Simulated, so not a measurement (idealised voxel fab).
A process module follows: voxel lift off.
cross-section cut | 295 nm wide | cells 5 nm
For the purposes of this document, a cross-section shall be understood as a grid of square cells, specified as bands listed in top-to-bottom order, each band consisting of one or more rows of cells. In this notation a band is specified by the heights of its top and bottom, in that order and in nm, after which its materials appear from left to right, each paired with its width in nm. The word "full width" attached to a single material means that material fills the band from edge to edge; the word "air" stands for empty space. Note: height 0 marks the level under which the wafer is uniformly one material as received. Lowest band unbounded below, written "0 down". A two-number width, for instance "30..40", indicates that the width is equal to the first number in the top row of the band and to the second number in the bottom row, and that it changes by a constant amount per row of cells. Step marked "remained unchanged"? Then no cell in the cross-section changed in it. "Fully closed voids" means: voids of 8 cells or more that are shut off from the top with no open way through. Written width x height at distance, distance from the left edge, in nm. after a step's settings: what the simulator itself notes on the step. "overlay nm" denotes, for a step that has a mask, the displacement of the mask to the right of its planned place, with negative values corresponding to the left.

Intended process steps:
1) RECEIVE | material Si
2) CONFORMAL_DEP | material SiN | thk nm 5
3) PATTERN | tone open | mask id LINES | material resist | width nm 25 | pitch nm 55 | thk nm 30 | overlay nm 0
4) DIRECTIONAL_DEP | material Ru | thk nm 15
5) STRIP | etch materials resist
6) CONFORMAL_DEP | material SiN | thk nm 10

Received-state cross-section, reflecting completion of step 1:
0 down | Si full width
Fully closed voids: none

The first of two wafers, cross-sectioned at the end of the module, with the run proceeding as planned:
30 to 20 | 40 of air / 45 of SiN / 10 of air / 45 of SiN / 10 of air / 45 of SiN / 10 of air / 45 of SiN / 45 of air
20 to 15 | 40 of air / 10 of SiN / 25 of Ru / 10 of SiN / 10 of air / 10 of SiN / 25 of Ru / 10 of SiN / 10 of air / 10 of SiN / 25 of Ru / 10 of SiN / 10 of air / 10 of SiN / 25 of Ru / 10 of SiN / 45 of air
15 to 5 | 50 of SiN / 25 of Ru / 30 of SiN / 25 of Ru / 30 of SiN / 25 of Ru / 30 of SiN / 25 of Ru / 55 of SiN
5 to 0 | SiN full width
0 down | Si full width
Fully closed voids: none

Cross-section of the latter of the two wafers at module completion. It had an identical start and an identical plan to the former; in running it, one mistake was made:
30 to 15 | 40 of air / 45 of SiN / 10 of air / 45 of SiN / 10 of air / 45 of SiN / 10 of air / 45 of SiN / 45 of air
15 to 0 | SiN full width
0 down | Si full width
Fully closed voids: none
Error vs. plan: off-plan run, step 4, actual operation and settings DIRECTIONAL_DEP | material SiN | thk nm 15
The final cell counts differ between the wafers, with the second having more or fewer of some materials than the first: Ru: 60 fewer; SiN: 60 more
